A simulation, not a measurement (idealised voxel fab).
Process module under the name voxel wiring stack
We display cut, a cross-section 260 nm in width whose square cells are each 5 nm.
For the purposes of this document, a cross-section shall be understood as a grid of square cells, specified as bands listed in top-to-bottom order, each band consisting of one or more rows of cells. Band: top height; bottom height; in nm. Then, left to right: material with width in nm, for each material. "throughout": a single material spanning edge to edge. "empty": empty space. The reference from which all heights are counted is 0, the level beneath which the as-received wafer is entirely one material; the lowest band, having no lower bound, proceeds downward and is written after the example "0..down". Width spec "30 to 40" -> top row of cells at first value, bottom row at second value, equal per-row change in between. Step marked "nothing different"? Then no cell in the cross-section changed in it. What "Enclosed void inventory" gives you is every empty space of 8 cells or more that is cut off from the top. Each appears as width x height at distance, with the distance taken from the left edge and width, height and distance all in nm. Formally, on a step line, whatever follows the settings is a remark that the simulator itself makes on the step. The setting "overlay nm" may be written on the line of a step. When the step uses a mask, the value reports how far to the right of the planned place the mask lay, and a negative value reports that it lay to the left. If you're wondering how to read the rest of this, here's the deal. It's pairs of cross-sections: one from before a process step, one from after it. The after one is only drawn as far down as the lowest band that changed. Right under each pair you'll see which step sits between them and what its settings were. Don't read the pairs as one continuous story, though. They can come from different runs of this module on the same starting wafer, and a pair only carries on from the one above it where its entry headed "Before step" says so.

Before step:
> 90..80: lowk=50 / empty=15 / lowk=30 / empty=15 / lowk=30 / empty=15 / lowk=30 / empty=15 / lowk=60
> 80..75: SiCN=50 / empty=15 / SiCN=30 / empty=15 / SiCN=30 / empty=15 / SiCN=30 / empty=15 / SiCN=60
> 75..60: lowk=50 / TiN=5 / Ru=10 / TiN=5 / lowk=25 / TiN=5 / Ru=10 / TiN=5 / lowk=25 / TiN=5 / Ru=10 / TiN=5 / lowk=25 / TiN=5 / Ru=10 / TiN=5 / lowk=55
> 60..55: lowk=50 / TiN=5 / Ru=5 / TiN=10 / lowk=25 / TiN=20 / lowk=25 / TiN=5 / Ru=5 / TiN=10 / lowk=25 / TiN=20 / lowk=55
> 55..45: lowk=50 / TiN=5 / Ru=5 / TiN=5 / lowk=75 / TiN=5 / Ru=5 / TiN=5 / lowk=105
> 45..40: SiCN=50 / TiN=15 / SiCN=75 / TiN=15 / SiCN=105
> 40..35: SiO2 throughout
> 35..15: SiO2=50 / W=20 / SiO2=25 / W=20 / SiO2=25 / W=20 / SiO2=25 / W=20 / SiO2=55
> 15..0: SiO2 throughout
> 0..down: Si throughout
> Enclosed void inventory: none

Step Result:
> 95..90: TiN=55 / empty=5 / TiN=40 / empty=5 / TiN=40 / empty=5 / TiN=40 / empty=5 / TiN=65
> 90..80: lowk=50 / TiN=5 / empty=5 / TiN=5 / lowk=30 / TiN=5 / empty=5 / TiN=5 / lowk=30 / TiN=5 / empty=5 / TiN=5 / lowk=30 / TiN=5 / empty=5 / TiN=5 / lowk=60
> 80..75: SiCN=50 / TiN=15 / SiCN=30 / TiN=15 / SiCN=30 / TiN=15 / SiCN=30 / TiN=15 / SiCN=60
> Below a height of 75, the structure has not been altered.
> Enclosed void inventory: none
What was done to get from the before section above to the after section? CONFORMAL_DEP | material TiN | thk nm 5

Before step: starting point is the after cross-section of the pair just above.

Step Result:
> 105..95: Ru throughout
> 95..90: TiN=55 / Ru=5 / TiN=40 / Ru=5 / TiN=40 / Ru=5 / TiN=40 / Ru=5 / TiN=65
> 90..80: lowk=50 / TiN=5 / Ru=5 / TiN=5 / lowk=30 / TiN=5 / Ru=5 / TiN=5 / lowk=30 / TiN=5 / Ru=5 / TiN=5 / lowk=30 / TiN=5 / Ru=5 / TiN=5 / lowk=60
> Below a height of 80, the structure has not been altered.
> Enclosed void inventory: none
What was done to get from the before section above to the after section? FILL_DEP | material Ru | thk nm 10

Before step: starting point is the after cross-section of the pair just above.

Step Result:
> 90..80: lowk=50 / TiN=5 / Ru=5 / TiN=5 / lowk=30 / TiN=5 / Ru=5 / TiN=5 / lowk=30 / TiN=5 / Ru=5 / TiN=5 / lowk=30 / TiN=5 / Ru=5 / TiN=5 / lowk=60
> Below a height of 80, the structure has not been altered.
> Enclosed void inventory: none
What was done to get from the before section above to the after section? CMP | height nm 90

Before step: starting point is the after cross-section of the pair just above.

Step Result:
> 95..90: TiN throughout
> Below a height of 90, the structure has not been altered.
> Enclosed void inventory: none
What was done to get from the before section above to the after section? DIRECTIONAL_DEP | material TiN | thk nm 5

Before step: starting point is the after cross-section of the pair just above.

Step Result:
> 110..95: W throughout
> Below a height of 95, the structure has not been altered.
> Enclosed void inventory: none
What was done to get from the before section above to the after section? DIRECTIONAL_DEP | material W | thk nm 15

Before step: starting point is the after cross-section of the pair just above.

Step Result:
> 125..110: empty=50 / resist=20 / empty=25 / resist=20 / empty=25 / resist=20 / empty=25 / resist=20 / empty=55
> Below a height of 110, the structure has not been altered.
> Enclosed void inventory: none
What was done to get from the before section above to the after section? PATTERN | tone cover | mask id METAL_3 | material resist | width nm 20 | pitch nm 45 | thk nm 15 | overlay nm 0

Before step: starting point is the after cross-section of the pair just above.

Step Result:
> 125..110: empty=50 / resist=20 / empty=25 / resist=20 / empty=25 / resist=20 / empty=25 / resist=20 / empty=55
> 110..95: empty=50 / W=20 / empty=25 / W=20 / empty=25 / W=20 / empty=25 / W=20 / empty=55
> Below a height of 95, the structure has not been altered.
> Enclosed void inventory: none
What was done to get from the before section above to the after section? DIRECTIONAL_ETCH | etch materials W | depth nm 15

Before step: starting point is the after cross-section of the pair just above.

Step Result:
> 125..110: empty=50 / resist=20 / empty=25 / resist=20 / empty=25 / resist=20 / empty=25 / resist=20 / empty=55
> 110..95: empty=50 / W=20 / empty=25 / W=20 / empty=25 / W=20 / empty=25 / W=20 / empty=55
> 95..90: empty=50 / TiN=20 / empty=25 / TiN=20 / empty=25 / TiN=20 / empty=25 / TiN=20 / empty=55
> Below a height of 90, the structure has not been altered.
> Enclosed void inventory: none
What was done to get from the before section above to the after section? DIRECTIONAL_ETCH | etch materials TiN | depth nm 5

Before step: starting point is the after cross-section of the pair just above.

Step Result:
> 110..95: empty=50 / W=20 / empty=25 / W=20 / empty=25 / W=20 / empty=25 / W=20 / empty=55
> Below a height of 95, the structure has not been altered.
> Enclosed void inventory: none
What was done to get from the before section above to the after section? STRIP | etch materials resist

Before step: starting point is the after cross-section of the pair just above.

Step Result:
> 115..110: lowk throughout
> 110..95: lowk=50 / W=20 / lowk=25 / W=20 / lowk=25 / W=20 / lowk=25 / W=20 / lowk=55
> 95..90: lowk=50 / TiN=20 / lowk=25 / TiN=20 / lowk=25 / TiN=20 / lowk=25 / TiN=20 / lowk=55
> Below a height of 90, the structure has not been altered.
> Enclosed void inventory: none
What was done to get from the before section above to the after section? FILL_DEP | material lowk | thk nm 5

Before step: starting point is the after cross-section of the pair just above.

Step Result:
> 110..95: lowk=50 / W=20 / lowk=25 / W=20 / lowk=25 / W=20 / lowk=25 / W=20 / lowk=55
> Below a height of 95, the structure has not been altered.
> Enclosed void inventory: none
What was done to get from the before section above to the after section? CMP | height nm 110

Before step: starting point is the after cross-section of the pair just above.

Step Result:
> 115..110: SiN throughout
> Below a height of 110, the structure has not been altered.
> Enclosed void inventory: none
What was done to get from the before section above to the after section? CONFORMAL_DEP | material SiN | thk nm 5

Before step:
> 75..45: lowk throughout
> 45..40: SiCN throughout
> 40..20: SiO2=50 / W=20 / SiO2=25 / W=20 / SiO2=25 / W=20 / SiO2=25 / W=20 / SiO2=55
> 20..15: SiO2=50 / TiN=20 / SiO2=25 / TiN=20 / SiO2=25 / TiN=20 / SiO2=25 / TiN=20 / SiO2=55
> 15..0: SiO2 throughout
> 0..down: Si throughout
> Enclosed void inventory: none

Step Result:
> 105..45: lowk throughout
> Below a height of 45, the structure has not been altered.
> Enclosed void inventory: none
What was done to get from the before section above to the after section? DIRECTIONAL_DEP | material lowk | thk nm 30

Before step: starting point is the after cross-section of the pair just above.

Step Result:
> 115..105: aC throughout
> Below a height of 105, the structure has not been altered.
> Enclosed void inventory: none
What was done to get from the before section above to the after section? DIRECTIONAL_DEP | material aC | thk nm 10

Before step: starting point is the after cross-section of the pair just above.

Step Result:
> 145..115: resist=50 / empty=15 / resist=75 / empty=15 / resist=105
> Below a height of 115, the structure has not been altered.
> Enclosed void inventory: none
What was done to get from the before section above to the after section? PATTERN | tone open | mask id METAL_2_HOLES | material resist | width nm 15 | pitch nm 90 | thk nm 30 | overlay nm 0

Before step: starting point is the after cross-section of the pair just above.

Step Result:
> 135..115: resist=50 / empty=15 / resist=75 / empty=15 / resist=105
> 115..105: aC=50 / empty=15 / aC=75 / empty=15 / aC=105
> Below a height of 105, the structure has not been altered.
> Enclosed void inventory: none
What was done to get from the before section above to the after section? DIRECTIONAL_ETCH | etch materials aC | depth nm 10

Before step: starting point is the after cross-section of the pair just above.

Step Result:
> 115..105: aC=50 / empty=15 / aC=75 / empty=15 / aC=105
> Below a height of 105, the structure has not been altered.
> Enclosed void inventory: none
What was done to get from the before section above to the after section? STRIP | etch materials resist

Before step: starting point is the after cross-section of the pair just above.

Step Result:
> 115..105: aC=50 / empty=15 / aC=75 / empty=15 / aC=105
> 105..75: lowk=50 / empty=15 / lowk=75 / empty=15 / lowk=105
> Below a height of 75, the structure has not been altered.
> Enclosed void inventory: none
What was done to get from the before section above to the after section? DIRECTIONAL_ETCH | etch materials lowk | depth nm 30

Before step: starting point is the after cross-section of the pair just above.

Step Result:
> 105..75: lowk=50 / empty=15 / lowk=75 / empty=15 / lowk=105
> Below a height of 75, the structure has not been altered.
> Enclosed void inventory: none
What was done to get from the before section above to the after section? STRIP | etch materials aC

Before step: starting point is the after cross-section of the pair just above.

Step Result:
> 120..105: resist=50 / empty=20 / resist=25 / empty=20 / resist=25 / empty=20 / resist=25 / empty=20 / resist=55
> Below a height of 105, the structure has not been altered.
> Enclosed void inventory: none
What was done to get from the before section above to the after section? PATTERN | tone open | mask id METAL_2 | material resist | width nm 20 | pitch nm 45 | thk nm 15 | overlay nm 0

Before step: starting point is the after cross-section of the pair just above.

Step Result:
> 120..105: resist=50 / empty=20 / resist=25 / empty=20 / resist=25 / empty=20 / resist=25 / empty=20 / resist=55
> 105..85: lowk=50 / empty=20 / lowk=25 / empty=20 / lowk=25 / empty=20 / lowk=25 / empty=20 / lowk=55
> 85..55: lowk=50 / empty=15 / lowk=75 / empty=15 / lowk=105
> Below a height of 55, the structure has not been altered.
> Enclosed void inventory: none
What was done to get from the before section above to the after section? DIRECTIONAL_ETCH | etch materials lowk | depth nm 20

Before step: starting point is the after cross-section of the pair just above.

Step Result:
> 105..85: lowk=50 / empty=20 / lowk=25 / empty=20 / lowk=25 / empty=20 / lowk=25 / empty=20 / lowk=55
> Below a height of 85, the structure has not been altered.
> Enclosed void inventory: none
What was done to get from the before section above to the after section? STRIP | etch materials resist

Before step: starting point is the after cross-section of the pair just above.

Step Result:
> 110..105: TiN=55 / empty=10 / TiN=35 / empty=10 / TiN=35 / empty=10 / TiN=35 / empty=10 / TiN=60
> 105..90: lowk=50 / TiN=5 / empty=10 / TiN=5 / lowk=25 / TiN=5 / empty=10 / TiN=5 / lowk=25 / TiN=5 / empty=10 / TiN=5 / lowk=25 / TiN=5 / empty=10 / TiN=5 / lowk=55
> 90..85: lowk=50 / TiN=5 / empty=5 / TiN=10 / lowk=25 / TiN=20 / lowk=25 / TiN=5 / empty=5 / TiN=10 / lowk=25 / TiN=20 / lowk=55
> 85..60: lowk=50 / TiN=5 / empty=5 / TiN=5 / lowk=75 / TiN=5 / empty=5 / TiN=5 / lowk=105
> 60..55: lowk=50 / TiN=15 / lowk=75 / TiN=15 / lowk=105
> Below a height of 55, the structure has not been altered.
> Enclosed void inventory: none
What was done to get from the before section above to the after section? CONFORMAL_DEP | material TiN | thk nm 5

Before step: starting point is the after cross-section of the pair just above.

Step Result:
> 115..110: Ru throughout
> 110..105: TiN=55 / Ru=10 / TiN=35 / Ru=10 / TiN=35 / Ru=10 / TiN=35 / Ru=10 / TiN=60
> 105..90: lowk=50 / TiN=5 / Ru=10 / TiN=5 / lowk=25 / TiN=5 / Ru=10 / TiN=5 / lowk=25 / TiN=5 / Ru=10 / TiN=5 / lowk=25 / TiN=5 / Ru=10 / TiN=5 / lowk=55
> 90..85: lowk=50 / TiN=5 / Ru=5 / TiN=10 / lowk=25 / TiN=20 / lowk=25 / TiN=5 / Ru=5 / TiN=10 / lowk=25 / TiN=20 / lowk=55
> 85..60: lowk=50 / TiN=5 / Ru=5 / TiN=5 / lowk=75 / TiN=5 / Ru=5 / TiN=5 / lowk=105
> Below a height of 60, the structure has not been altered.
> Enclosed void inventory: none
What was done to get from the before section above to the after section? FILL_DEP | material Ru | thk nm 5

Before step: starting point is the after cross-section of the pair just above.

Step Result:
> 75..60: lowk=50 / TiN=5 / Ru=5 / TiN=5 / lowk=75 / TiN=5 / Ru=5 / TiN=5 / lowk=105
> Below a height of 60, the structure has not been altered.
> Enclosed void inventory: none
What was done to get from the before section above to the after section? CMP | height nm 75

Before step: starting point is the after cross-section of the pair just above.

Step Result:
> 80..75: SiCN throughout
> Below a height of 75, the structure has not been altered.
> Enclosed void inventory: none
What was done to get from the before section above to the after section? CONFORMAL_DEP | material SiCN | thk nm 5

Before step: starting point is the after cross-section of the pair just above.

Step Result:
> 90..80: lowk throughout
> Below a height of 80, the structure has not been altered.
> Enclosed void inventory: none
What was done to get from the before section above to the after section? DIRECTIONAL_DEP | material lowk | thk nm 10

Before step: starting point is the after cross-section of the pair just above.

Step Result:
> 105..90: aC throughout
> Below a height of 90, the structure has not been altered.
> Enclosed void inventory: none
What was done to get from the before section above to the after section? DIRECTIONAL_DEP | material aC | thk nm 15

Before step: starting point is the after cross-section of the pair just above.

Step Result:
> 135..105: resist=50 / empty=15 / resist=30 / empty=15 / resist=30 / empty=15 / resist=30 / empty=15 / resist=60
> Below a height of 105, the structure has not been altered.
> Enclosed void inventory: none
What was done to get from the before section above to the after section? PATTERN | tone open | mask id PLUG_2 | material resist | width nm 15 | pitch nm 45 | thk nm 30 | overlay nm 0

Before step: starting point is the after cross-section of the pair just above.

Step Result:
> 120..105: resist=50 / empty=15 / resist=30 / empty=15 / resist=30 / empty=15 / resist=30 / empty=15 / resist=60
> 105..90: aC=50 / empty=15 / aC=30 / empty=15 / aC=30 / empty=15 / aC=30 / empty=15 / aC=60
> Below a height of 90, the structure has not been altered.
> Enclosed void inventory: none
What was done to get from the before section above to the after section? DIRECTIONAL_ETCH | etch materials aC | depth nm 15

Before step: starting point is the after cross-section of the pair just above.

Step Result:
> 105..90: aC=50 / empty=15 / aC=30 / empty=15 / aC=30 / empty=15 / aC=30 / empty=15 / aC=60
> Below a height of 90, the structure has not been altered.
> Enclosed void inventory: none
What was done to get from the before section above to the after section? STRIP | etch materials resist

Before step: starting point is the after cross-section of the pair just above.

Step Result:
> 105..90: aC=50 / empty=15 / aC=30 / empty=15 / aC=30 / empty=15 / aC=30 / empty=15 / aC=60
> 90..80: lowk=50 / empty=15 / lowk=30 / empty=15 / lowk=30 / empty=15 / lowk=30 / empty=15 / lowk=60
> Below a height of 80, the structure has not been altered.
> Enclosed void inventory: none
What was done to get from the before section above to the after section? DIRECTIONAL_ETCH | etch materials lowk | depth nm 10

Before step: starting point is the after cross-section of the pair just above.

Step Result:
> 105..90: aC=50 / empty=15 / aC=30 / empty=15 / aC=30 / empty=15 / aC=30 / empty=15 / aC=60
> 90..80: lowk=50 / empty=15 / lowk=30 / empty=15 / lowk=30 / empty=15 / lowk=30 / empty=15 / lowk=60
> 80..75: SiCN=50 / empty=15 / SiCN=30 / empty=15 / SiCN=30 / empty=15 / SiCN=30 / empty=15 / SiCN=60
> Below a height of 75, the structure has not been altered.
> Enclosed void inventory: none
What was done to get from the before section above to the after section? DIRECTIONAL_ETCH | etch materials SiCN | depth nm 5

Before step: starting point is the after cross-section of the pair just above.

Step Result:
> 90..80: lowk=50 / empty=15 / lowk=30 / empty=15 / lowk=30 / empty=15 / lowk=30 / empty=15 / lowk=60
> Below a height of 80, the structure has not been altered.
> Enclosed void inventory: none
What was done to get from the before section above to the after section? STRIP | etch materials aC

Before step: starting point is the after cross-section of the pair just above.

Step Result:
> 95..90: TiN=55 / empty=5 / TiN=40 / empty=5 / TiN=40 / empty=5 / TiN=40 / empty=5 / TiN=65
> 90..80: lowk=50 / TiN=5 / empty=5 / TiN=5 / lowk=30 / TiN=5 / empty=5 / TiN=5 / lowk=30 / TiN=5 / empty=5 / TiN=5 / lowk=30 / TiN=5 / empty=5 / TiN=5 / lowk=60
> 80..75: SiCN=50 / TiN=15 / SiCN=30 / TiN=15 / SiCN=30 / TiN=15 / SiCN=30 / TiN=15 / SiCN=60
> Below a height of 75, the structure has not been altered.
> Enclosed void inventory: none
What was done to get from the before section above to the after section? CONFORMAL_DEP | material TiN | thk nm 5

Before step: starting point is the after cross-section of the pair just above.

Step Result:
> 105..95: Ru throughout
> 95..90: TiN=55 / Ru=5 / TiN=40 / Ru=5 / TiN=40 / Ru=5 / TiN=40 / Ru=5 / TiN=65
> 90..80: lowk=50 / TiN=5 / Ru=5 / TiN=5 / lowk=30 / TiN=5 / Ru=5 / TiN=5 / lowk=30 / TiN=5 / Ru=5 / TiN=5 / lowk=30 / TiN=5 / Ru=5 / TiN=5 / lowk=60
> Below a height of 80, the structure has not been altered.
> Enclosed void inventory: none
What was done to get from the before section above to the after section? FILL_DEP | material Ru | thk nm 10

Before step: starting point is the after cross-section of the pair just above.

Step Result:
> 90..80: lowk=50 / TiN=5 / Ru=5 / TiN=5 / lowk=30 / TiN=5 / Ru=5 / TiN=5 / lowk=30 / TiN=5 / Ru=5 / TiN=5 / lowk=30 / TiN=5 / Ru=5 / TiN=5 / lowk=60
> Below a height of 80, the structure has not been altered.
> Enclosed void inventory: none
What was done to get from the before section above to the after section? CMP | height nm 90

Before step: starting point is the after cross-section of the pair just above.

Step Result:
> 95..90: TiN throughout
> Below a height of 90, the structure has not been altered.
> Enclosed void inventory: none
What was done to get from the before section above to the after section? DIRECTIONAL_DEP | material TiN | thk nm 5

Before step: starting point is the after cross-section of the pair just above.

Step Result:
> 110..95: W throughout
> Below a height of 95, the structure has not been altered.
> Enclosed void inventory: none
What was done to get from the before section above to the after section? DIRECTIONAL_DEP | material W | thk nm 15

Before step: starting point is the after cross-section of the pair just above.

Step Result:
> 125..110: empty=50 / resist=20 / empty=25 / resist=20 / empty=25 / resist=20 / empty=25 / resist=20 / empty=55
> Below a height of 110, the structure has not been altered.
> Enclosed void inventory: none
What was done to get from the before section above to the after section? PATTERN | tone cover | mask id METAL_3 | material resist | width nm 20 | pitch nm 45 | thk nm 15 | overlay nm 0

Before step: starting point is the after cross-section of the pair just above.

Step Result:
> 125..110: empty=50 / resist=20 / empty=25 / resist=20 / empty=25 / resist=20 / empty=25 / resist=20 / empty=55
> 110..95: empty=50 / W=20 / empty=25 / W=20 / empty=25 / W=20 / empty=25 / W=20 / empty=55
> Below a height of 95, the structure has not been altered.
> Enclosed void inventory: none
What was done to get from the before section above to the after section? DIRECTIONAL_ETCH | etch materials W | depth nm 15

Before step: starting point is the after cross-section of the pair just above.

Step Result:
> 125..110: empty=50 / resist=20 / empty=25 / resist=20 / empty=25 / resist=20 / empty=25 / resist=20 / empty=55
> 110..95: empty=50 / W=20 / empty=25 / W=20 / empty=25 / W=20 / empty=25 / W=20 / empty=55
> 95..90: empty=50 / TiN=20 / empty=25 / TiN=20 / empty=25 / TiN=20 / empty=25 / TiN=20 / empty=55
> Below a height of 90, the structure has not been altered.
> Enclosed void inventory: none
What was done to get from the before section above to the after section? DIRECTIONAL_ETCH | etch materials TiN | depth nm 5

Before step: starting point is the after cross-section of the pair just above.

Step Result:
> 110..95: empty=50 / W=20 / empty=25 / W=20 / empty=25 / W=20 / empty=25 / W=20 / empty=55
> Below a height of 95, the structure has not been altered.
> Enclosed void inventory: none
What was done to get from the before section above to the after section? STRIP | etch materials resist

Before step: starting point is the after cross-section of the pair just above.

Step Result:
> 115..110: lowk throughout
> 110..95: lowk=50 / W=20 / lowk=25 / W=20 / lowk=25 / W=20 / lowk=25 / W=20 / lowk=55
> 95..90: lowk=50 / TiN=20 / lowk=25 / TiN=20 / lowk=25 / TiN=20 / lowk=25 / TiN=20 / lowk=55
> Below a height of 90, the structure has not been altered.
> Enclosed void inventory: none
What was done to get from the before section above to the after section? FILL_DEP | material lowk | thk nm 5

Before step: starting point is the after cross-section of the pair just above.

Step Result:
> 110..95: lowk=50 / W=20 / lowk=25 / W=20 / lowk=25 / W=20 / lowk=25 / W=20 / lowk=55
> Below a height of 95, the structure has not been altered.
> Enclosed void inventory: none
What was done to get from the before section above to the after section? CMP | height nm 110

Before step: starting point is the after cross-section of the pair just above.

Step Result:
> 115..110: SiN throughout
> Below a height of 110, the structure has not been altered.
> Enclosed void inventory: none
What was done to get from the before section above to the after section? CONFORMAL_DEP | material SiN | thk nm 5

Before step:
> 90..80: lowk=50 / TiN=5 / Ru=5 / TiN=5 / lowk=30 / TiN=5 / Ru=5 / TiN=5 / lowk=30 / TiN=5 / Ru=5 / TiN=5 / lowk=30 / TiN=5 / Ru=5 / TiN=5 / lowk=60
> 80..75: SiCN=50 / TiN=15 / SiCN=30 / TiN=15 / SiCN=30 / TiN=15 / SiCN=30 / TiN=15 / SiCN=60
> 75..60: lowk=50 / TiN=5 / Ru=10 / TiN=5 / lowk=25 / TiN=5 / Ru=10 / TiN=5 / lowk=25 / TiN=5 / Ru=10 / TiN=5 / lowk=25 / TiN=5 / Ru=10 / TiN=5 / lowk=55
> 60..55: lowk=50 / TiN=5 / Ru=5 / TiN=10 / lowk=25 / TiN=20 / lowk=25 / TiN=5 / Ru=5 / TiN=10 / lowk=25 / TiN=20 / lowk=55
> 55..45: lowk=50 / TiN=5 / Ru=5 / TiN=5 / lowk=75 / TiN=5 / Ru=5 / TiN=5 / lowk=105
> 45..40: SiCN=50 / TiN=15 / SiCN=75 / TiN=15 / SiCN=105
> 40..20: SiO2=50 / W=20 / SiO2=25 / W=20 / SiO2=25 / W=20 / SiO2=25 / W=20 / SiO2=55
> 20..15: SiO2=50 / TiN=20 / SiO2=25 / TiN=20 / SiO2=25 / TiN=20 / SiO2=25 / TiN=20 / SiO2=55
> 15..0: SiO2 throughout
> 0..down: Si throughout
> Enclosed void inventory: none

Step Result:
> 105..90: W throughout
> Below a height of 90, the structure has not been altered.
> Enclosed void inventory: none
What was done to get from the before section above to the after section? DIRECTIONAL_DEP | material W | thk nm 15

Before step: starting point is the after cross-section of the pair just above.

Step Result:
> 110..105: TiN throughout
> Below a height of 105, the structure has not been altered.
> Enclosed void inventory: none
What was done to get from the before section above to the after section? DIRECTIONAL_DEP | material TiN | thk nm 5

Before step: starting point is the after cross-section of the pair just above.

Step Result:
> 125..110: empty=50 / resist=20 / empty=25 / resist=20 / empty=25 / resist=20 / empty=25 / resist=20 / empty=55
> Below a height of 110, the structure has not been altered.
> Enclosed void inventory: none
What was done to get from the before section above to the after section? PATTERN | tone cover | mask id METAL_3 | material resist | width nm 20 | pitch nm 45 | thk nm 15 | overlay nm 0

Before step: starting point is the after cross-section of the pair just above.

Step Result:
> 125..110: empty=50 / resist=20 / empty=25 / resist=20 / empty=25 / resist=20 / empty=25 / resist=20 / empty=55
> 110..105: empty=50 / TiN=20 / empty=25 / TiN=20 / empty=25 / TiN=20 / empty=25 / TiN=20 / empty=55
> Below a height of 105, the structure has not been altered.
> Enclosed void inventory: none
What was done to get from the before section above to the after section? DIRECTIONAL_ETCH | etch materials TiN | depth nm 5

Before step: starting point is the after cross-section of the pair just above.

Step Result:
> 110..105: empty=50 / TiN=20 / empty=25 / TiN=20 / empty=25 / TiN=20 / empty=25 / TiN=20 / empty=55
> Below a height of 105, the structure has not been altered.
> Enclosed void inventory: none
What was done to get from the before section above to the after section? STRIP | etch materials resist

Before step: starting point is the after cross-section of the pair just above.

Step Result:
> 115..110: lowk throughout
> 110..105: lowk=50 / TiN=20 / lowk=25 / TiN=20 / lowk=25 / TiN=20 / lowk=25 / TiN=20 / lowk=55
> Below a height of 105, the structure has not been altered.
> Enclosed void inventory: none
What was done to get from the before section above to the after section? FILL_DEP | material lowk | thk nm 5

Before step: starting point is the after cross-section of the pair just above.

Step Result:
> 110..105: lowk=50 / TiN=20 / lowk=25 / TiN=20 / lowk=25 / TiN=20 / lowk=25 / TiN=20 / lowk=55
> Below a height of 105, the structure has not been altered.
> Enclosed void inventory: none
What was done to get from the before section above to the after section? CMP | height nm 110

Before step: starting point is the after cross-section of the pair just above.

Step Result:
> 115..110: SiN throughout
> Below a height of 110, the structure has not been altered.
> Enclosed void inventory: none
What was done to get from the before section above to the after section? CONFORMAL_DEP | material SiN | thk nm 5

Before step:
> 85..80: Ru throughout
> 80..75: TiN=55 / Ru=10 / TiN=35 / Ru=10 / TiN=35 / Ru=10 / TiN=35 / Ru=10 / TiN=60
> 75..60: lowk=50 / TiN=5 / Ru=10 / TiN=5 / lowk=25 / TiN=5 / Ru=10 / TiN=5 / lowk=25 / TiN=5 / Ru=10 / TiN=5 / lowk=25 / TiN=5 / Ru=10 / TiN=5 / lowk=55
> 60..55: lowk=50 / TiN=5 / Ru=5 / TiN=10 / lowk=25 / TiN=20 / lowk=25 / TiN=5 / Ru=5 / TiN=10 / lowk=25 / TiN=20 / lowk=55
> 55..45: lowk=50 / TiN=5 / Ru=5 / TiN=5 / lowk=75 / TiN=5 / Ru=5 / TiN=5 / lowk=105
> 45..40: SiCN=50 / TiN=15 / SiCN=75 / TiN=15 / SiCN=105
> 40..20: SiO2=50 / W=20 / SiO2=25 / W=20 / SiO2=25 / W=20 / SiO2=25 / W=20 / SiO2=55
> 20..15: SiO2=50 / TiN=20 / SiO2=25 / TiN=20 / SiO2=25 / TiN=20 / SiO2=25 / TiN=20 / SiO2=55
> 15..0: SiO2 throughout
> 0..down: Si throughout
> Enclosed void inventory: none

Step Result:
> 70..60: lowk=50 / TiN=5 / Ru=10 / TiN=5 / lowk=25 / TiN=5 / Ru=10 / TiN=5 / lowk=25 / TiN=5 / Ru=10 / TiN=5 / lowk=25 / TiN=5 / Ru=10 / TiN=5 / lowk=55
> Below a height of 60, the structure has not been altered.
> Enclosed void inventory: none
What was done to get from the before section above to the after section? CMP | height nm 70

Before step: starting point is the after cross-section of the pair just above.

Step Result:
> 75..70: SiCN throughout
> Below a height of 70, the structure has not been altered.
> Enclosed void inventory: none
What was done to get from the before section above to the after section? CONFORMAL_DEP | material SiCN | thk nm 5

Before step: starting point is the after cross-section of the pair just above.

Step Result:
> 85..75: lowk throughout
> Below a height of 75, the structure has not been altered.
> Enclosed void inventory: none
What was done to get from the before section above to the after section? DIRECTIONAL_DEP | material lowk | thk nm 10

Before step: starting point is the after cross-section of the pair just above.

Step Result:
> 100..85: aC throughout
> Below a height of 85, the structure has not been altered.
> Enclosed void inventory: none
What was done to get from the before section above to the after section? DIRECTIONAL_DEP | material aC | thk nm 15

Before step: starting point is the after cross-section of the pair just above.

Step Result:
> 130..100: resist=50 / empty=15 / resist=30 / empty=15 / resist=30 / empty=15 / resist=30 / empty=15 / resist=60
> Below a height of 100, the structure has not been altered.
> Enclosed void inventory: none
What was done to get from the before section above to the after section? PATTERN | tone open | mask id PLUG_2 | material resist | width nm 15 | pitch nm 45 | thk nm 30 | overlay nm 0

Before step: starting point is the after cross-section of the pair just above.

Step Result:
> 115..100: resist=50 / empty=15 / resist=30 / empty=15 / resist=30 / empty=15 / resist=30 / empty=15 / resist=60
> 100..85: aC=50 / empty=15 / aC=30 / empty=15 / aC=30 / empty=15 / aC=30 / empty=15 / aC=60
> Below a height of 85, the structure has not been altered.
> Enclosed void inventory: none
What was done to get from the before section above to the after section? DIRECTIONAL_ETCH | etch materials aC | depth nm 15

Before step: starting point is the after cross-section of the pair just above.

Step Result:
> 100..85: aC=50 / empty=15 / aC=30 / empty=15 / aC=30 / empty=15 / aC=30 / empty=15 / aC=60
> Below a height of 85, the structure has not been altered.
> Enclosed void inventory: none
What was done to get from the before section above to the after section? STRIP | etch materials resist

Before step: starting point is the after cross-section of the pair just above.

Step Result:
> 100..85: aC=50 / empty=15 / aC=30 / empty=15 / aC=30 / empty=15 / aC=30 / empty=15 / aC=60
> 85..75: lowk=50 / empty=15 / lowk=30 / empty=15 / lowk=30 / empty=15 / lowk=30 / empty=15 / lowk=60
> Below a height of 75, the structure has not been altered.
> Enclosed void inventory: none
What was done to get from the before section above to the after section? DIRECTIONAL_ETCH | etch materials lowk | depth nm 10

Before step: starting point is the after cross-section of the pair just above.

Step Result:
> 100..85: aC=50 / empty=15 / aC=30 / empty=15 / aC=30 / empty=15 / aC=30 / empty=15 / aC=60
> 85..75: lowk=50 / empty=15 / lowk=30 / empty=15 / lowk=30 / empty=15 / lowk=30 / empty=15 / lowk=60
> 75..70: SiCN=50 / empty=15 / SiCN=30 / empty=15 / SiCN=30 / empty=15 / SiCN=30 / empty=15 / SiCN=60
> Below a height of 70, the structure has not been altered.
> Enclosed void inventory: none
What was done to get from the before section above to the after section? DIRECTIONAL_ETCH | etch materials SiCN | depth nm 5

Before step: starting point is the after cross-section of the pair just above.

Step Result:
> 85..75: lowk=50 / empty=15 / lowk=30 / empty=15 / lowk=30 / empty=15 / lowk=30 / empty=15 / lowk=60
> Below a height of 75, the structure has not been altered.
> Enclosed void inventory: none
What was done to get from the before section above to the after section? STRIP | etch materials aC

Before step: starting point is the after cross-section of the pair just above.

Step Result:
> 90..85: TiN=55 / empty=5 / TiN=40 / empty=5 / TiN=40 / empty=5 / TiN=40 / empty=5 / TiN=65
> 85..75: lowk=50 / TiN=5 / empty=5 / TiN=5 / lowk=30 / TiN=5 / empty=5 / TiN=5 / lowk=30 / TiN=5 / empty=5 / TiN=5 / lowk=30 / TiN=5 / empty=5 / TiN=5 / lowk=60
> 75..70: SiCN=50 / TiN=15 / SiCN=30 / TiN=15 / SiCN=30 / TiN=15 / SiCN=30 / TiN=15 / SiCN=60
> Below a height of 70, the structure has not been altered.
> Enclosed void inventory: none
What was done to get from the before section above to the after section? CONFORMAL_DEP | material TiN | thk nm 5
